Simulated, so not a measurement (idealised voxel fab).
Name of the process module below: voxel transistor to metal
Displayed cross-section: cut, width of 270 nm, square cells sized 5 nm.
Cross-section = grid of square cells, listed top down in bands; band = one or more rows.
What a band's entry tells you: where the top is and where the bottom is, as heights in nm, and after that what lies inside, material by material from left to right, each with its width in nm. Empty space is written as the word "blank", and a single material marked with the word "throughout" occupies the band from edge to edge.
Heights are expressed relative to 0, this being the level below which the as-received wafer comprises one material exclusively. The lowest band is unbounded in the downward direction and is denoted as in "0 -> down".
Width "30..40": first value at the band's top row of cells, second value at its bottom row, equal change from row to row.
Where the words "remained the same" appear for a step, the cross-section shows no cell changed by that step; every cell remained as before.
So "Closed void register" is basically the list of trapped voids: any empty space of 8 cells or more that can't reach the top through an opening. They're written width x height at distance, the distance being from the left edge, and it's all nm.
Anything after a step's settings on that line? It's the simulator's own note about the step.
"overlay nm" on a masked step: distance the mask lay right of its planned place, negative for left.
PROCESS STEPS FORESEEN IN THE PLAN
| 1 | RECEIVE with material Si |
| 2 | OXIDIZE with depth nm 5 |
| 3 | CONFORMAL_DEP with material SiN, thk nm 15 |
| 4 | DIRECTIONAL_DEP with material aC, thk nm 10 |
| 5 | PATTERN with tone cover, mask id ACTIVE, material resist, width nm 105, pitch nm 125, thk nm 30, overlay nm 0 |
| 6 | DIRECTIONAL_ETCH with etch materials aC, depth nm 10 |
| 7 | STRIP with etch materials resist |
| 8 | DIRECTIONAL_ETCH with etch materials SiN, depth nm 15 |
| 9 | DIRECTIONAL_ETCH with etch materials SiO2, depth nm 5 |
| 10 | DIRECTIONAL_ETCH with etch materials Si, depth nm 30 |
| 11 | STRIP with etch materials aC |
| 12 | FILL_DEP with material SiO2, thk nm 10 |
| 13 | CMP with height nm 15 |
| 14 | SELECTIVE_ETCH with etch materials SiO2, depth nm 15 |
| 15 | STRIP with etch materials SiN |
| 16 | SELECTIVE_ETCH with etch materials SiO2, depth nm 5 |
| 17 | OXIDIZE with depth nm 5 |
| 18 | DIRECTIONAL_DEP with material polySi, thk nm 20 |
| 19 | DIRECTIONAL_DEP with material SiCN, thk nm 15 |
| 20 | MASKED_ETCH with tone cover, mask id GATE, width nm 25, pitch nm 125, etch materials SiCN, depth nm 25, overlay nm 0 |
| 21 | MASKED_ETCH with tone cover, mask id GATE, width nm 25, pitch nm 125, etch materials polySi, depth nm 30, overlay nm 0 |
| 22 | CONFORMAL_DEP with material SiO2, thk nm 5 |
| 23 | DIRECTIONAL_ETCH with etch materials SiO2, depth nm 5 |
| 24 | CONFORMAL_DEP with material SiN, thk nm 5 |
| 25 | DIRECTIONAL_ETCH with etch materials SiN, depth nm 5 |
| 26 | DIRECTIONAL_ETCH with etch materials SiO2, depth nm 5 |
| 27 | EPI with material nSi, thk nm 5 |
| 28 | FILL_DEP with material SiO2, thk nm 10 |
| 29 | CMP with height nm 30 |
| 30 | DIRECTIONAL_DEP with material SiO2, thk nm 15 |
| 31 | DIRECTIONAL_DEP with material aC, thk nm 15 |
| 32 | PATTERN with tone open, mask id CONTACT, material resist, width nm 30, thk nm 35, overlay nm 0 |
| 33 | DIRECTIONAL_ETCH with etch materials aC, depth nm 15 |
| 34 | STRIP with etch materials resist |
| 35 | DIRECTIONAL_ETCH with etch materials SiO2, depth nm 50 |
| 36 | STRIP with etch materials aC |
| 37 | CONFORMAL_DEP with material TiN, thk nm 5 |
| 38 | FILL_DEP with material Ru, thk nm 10 |
| 39 | CMP with height nm 45 |
| 40 | DIRECTIONAL_DEP with material TiN, thk nm 5 |
| 41 | DIRECTIONAL_DEP with material W, thk nm 25 |
| 42 | MASKED_ETCH with tone cover, mask id METAL_1, width nm 20, etch materials W, depth nm 25, overlay nm 0 |
| 43 | MASKED_ETCH with tone cover, mask id METAL_1, width nm 20, etch materials TiN, depth nm 5, overlay nm 0 |
| 44 | FILL_DEP with material lowk, thk nm 5 |
| 45 | CMP with height nm 75 |
| 46 | CONFORMAL_DEP with material SiN, thk nm 5 |
STEP 1 COMPLETE: CROSS-SECTION OF THE WAFER AS RECEIVED
- 0 -> down  Si throughout
- Closed void register: none
FIRST WAFER OF TWO, SECTIONED AT END OF MODULE; RUN WENT PER PLAN
- 80 -> 75  SiN throughout
- 75 -> 50  lowk 25 nm / W 20 nm / lowk 55 nm / W 20 nm / lowk 30 nm / W 20 nm / lowk 55 nm / W 20 nm / lowk 25 nm
- 50 -> 45  lowk 25 nm / TiN 20 nm / lowk 55 nm / TiN 20 nm / lowk 30 nm / TiN 20 nm / lowk 55 nm / TiN 20 nm / lowk 25 nm
- 45 -> 35  SiO2 25 nm / TiN 5 nm / Ru 20 nm / TiN 5 nm / SiO2 35 nm / TiN 5 nm / Ru 20 nm / TiN 5 nm / SiO2 30 nm / TiN 5 nm / Ru 20 nm / TiN 5 nm / SiO2 35 nm / TiN 5 nm / Ru 20 nm / TiN 5 nm / SiO2 25 nm
- 35 -> 30  SiO2 25 nm / TiN 5 nm / Ru 15 nm / TiN 10 nm / SiO2 35 nm / TiN 10 nm / Ru 15 nm / TiN 5 nm / SiO2 30 nm / TiN 5 nm / Ru 15 nm / TiN 10 nm / SiO2 35 nm / TiN 10 nm / Ru 15 nm / TiN 5 nm / SiO2 25 nm
- 30 -> 15  SiO2 25 nm / TiN 5 nm / Ru 15 nm / TiN 5 nm / SiN 5 nm / SiO2 5 nm / SiCN 25 nm / SiO2 5 nm / SiN 5 nm / TiN 5 nm / Ru 15 nm / TiN 5 nm / SiO2 30 nm / TiN 5 nm / Ru 15 nm / TiN 5 nm / SiN 5 nm / SiO2 5 nm / SiCN 25 nm / SiO2 5 nm / SiN 5 nm / TiN 5 nm / Ru 15 nm / TiN 5 nm / SiO2 25 nm
- 15 -> 0  SiO2 25 nm / TiN 5 nm / Ru 15 nm / TiN 5 nm / SiN 5 nm / SiO2 5 nm / polySi 25 nm / SiO2 5 nm / SiN 5 nm / TiN 5 nm / Ru 15 nm / TiN 5 nm / SiO2 30 nm / TiN 5 nm / Ru 15 nm / TiN 5 nm / SiN 5 nm / SiO2 5 nm / polySi 25 nm / SiO2 5 nm / SiN 5 nm / TiN 5 nm / Ru 15 nm / TiN 5 nm / SiO2 25 nm
- 0 -> -5  SiO2 25 nm / TiN 25 nm / SiN 5 nm / SiO2 5 nm / polySi 25 nm / SiO2 5 nm / SiN 5 nm / TiN 25 nm / SiO2 30 nm / TiN 25 nm / SiN 5 nm / SiO2 5 nm / polySi 25 nm / SiO2 5 nm / SiN 5 nm / TiN 25 nm / SiO2 25 nm
- -5 -> -10  SiO2 15 nm / nSi 35 nm / SiO2 45 nm / nSi 35 nm / SiO2 10 nm / nSi 35 nm / SiO2 45 nm / nSi 35 nm / SiO2 15 nm
- -10 -> -35  SiO2 20 nm / Si 105 nm / SiO2 20 nm / Si 105 nm / SiO2 20 nm
- -35 -> down  Si throughout
- Closed void register: none
THIS CROSS-SECTION BELONGS TO THE SECOND WAFER OF TWO AT THE END OF THE MODULE; THE START AND THE PLAN WERE SHARED WITH THE FIRST, AND THE RUN INCLUDED ONE MISTAKE
- 80 -> 75  SiN throughout
- 75 -> 50  lowk 35 nm / W 20 nm / lowk 55 nm / W 20 nm / lowk 30 nm / W 20 nm / lowk 55 nm / W 20 nm / lowk 15 nm
- 50 -> 45  lowk 25 nm / TiN 30 nm / lowk 45 nm / TiN 30 nm / lowk 20 nm / TiN 30 nm / lowk 45 nm / TiN 30 nm / lowk 15 nm
- 45 -> 35  SiO2 25 nm / TiN 5 nm / Ru 20 nm / TiN 5 nm / SiO2 35 nm / TiN 5 nm / Ru 20 nm / TiN 5 nm / SiO2 30 nm / TiN 5 nm / Ru 20 nm / TiN 5 nm / SiO2 35 nm / TiN 5 nm / Ru 20 nm / TiN 5 nm / SiO2 25 nm
- 35 -> 30  SiO2 25 nm / TiN 5 nm / Ru 15 nm / TiN 10 nm / SiO2 35 nm / TiN 10 nm / Ru 15 nm / TiN 5 nm / SiO2 30 nm / TiN 5 nm / Ru 15 nm / TiN 10 nm / SiO2 35 nm / TiN 10 nm / Ru 15 nm / TiN 5 nm / SiO2 25 nm
- 30 -> 15  SiO2 25 nm / TiN 5 nm / Ru 15 nm / TiN 5 nm / SiN 5 nm / SiO2 5 nm / SiCN 25 nm / SiO2 5 nm / SiN 5 nm / TiN 5 nm / Ru 15 nm / TiN 5 nm / SiO2 30 nm / TiN 5 nm / Ru 15 nm / TiN 5 nm / SiN 5 nm / SiO2 5 nm / SiCN 25 nm / SiO2 5 nm / SiN 5 nm / TiN 5 nm / Ru 15 nm / TiN 5 nm / SiO2 25 nm
- 15 -> 0  SiO2 25 nm / TiN 5 nm / Ru 15 nm / TiN 5 nm / SiN 5 nm / SiO2 5 nm / polySi 25 nm / SiO2 5 nm / SiN 5 nm / TiN 5 nm / Ru 15 nm / TiN 5 nm / SiO2 30 nm / TiN 5 nm / Ru 15 nm / TiN 5 nm / SiN 5 nm / SiO2 5 nm / polySi 25 nm / SiO2 5 nm / SiN 5 nm / TiN 5 nm / Ru 15 nm / TiN 5 nm / SiO2 25 nm
- 0 -> -5  SiO2 25 nm / TiN 25 nm / SiN 5 nm / SiO2 5 nm / polySi 25 nm / SiO2 5 nm / SiN 5 nm / TiN 25 nm / SiO2 30 nm / TiN 25 nm / SiN 5 nm / SiO2 5 nm / polySi 25 nm / SiO2 5 nm / SiN 5 nm / TiN 25 nm / SiO2 25 nm
- -5 -> -10  SiO2 15 nm / nSi 35 nm / SiO2 45 nm / nSi 35 nm / SiO2 10 nm / nSi 35 nm / SiO2 45 nm / nSi 35 nm / SiO2 15 nm
- -10 -> -35  SiO2 20 nm / Si 105 nm / SiO2 20 nm / Si 105 nm / SiO2 20 nm
- -35 -> down  Si throughout
- Closed void register: none
Nonconformance to the process plan: step 42: run off-plan, actual operation and settings MASKED_ETCH with tone cover, mask id METAL_1, width nm 20, etch materials W, depth nm 25, overlay nm 10
Wrapping up, a cell-based count of both wafers puts the second over or under the first for these materials: +8 TiN | -8 lowk
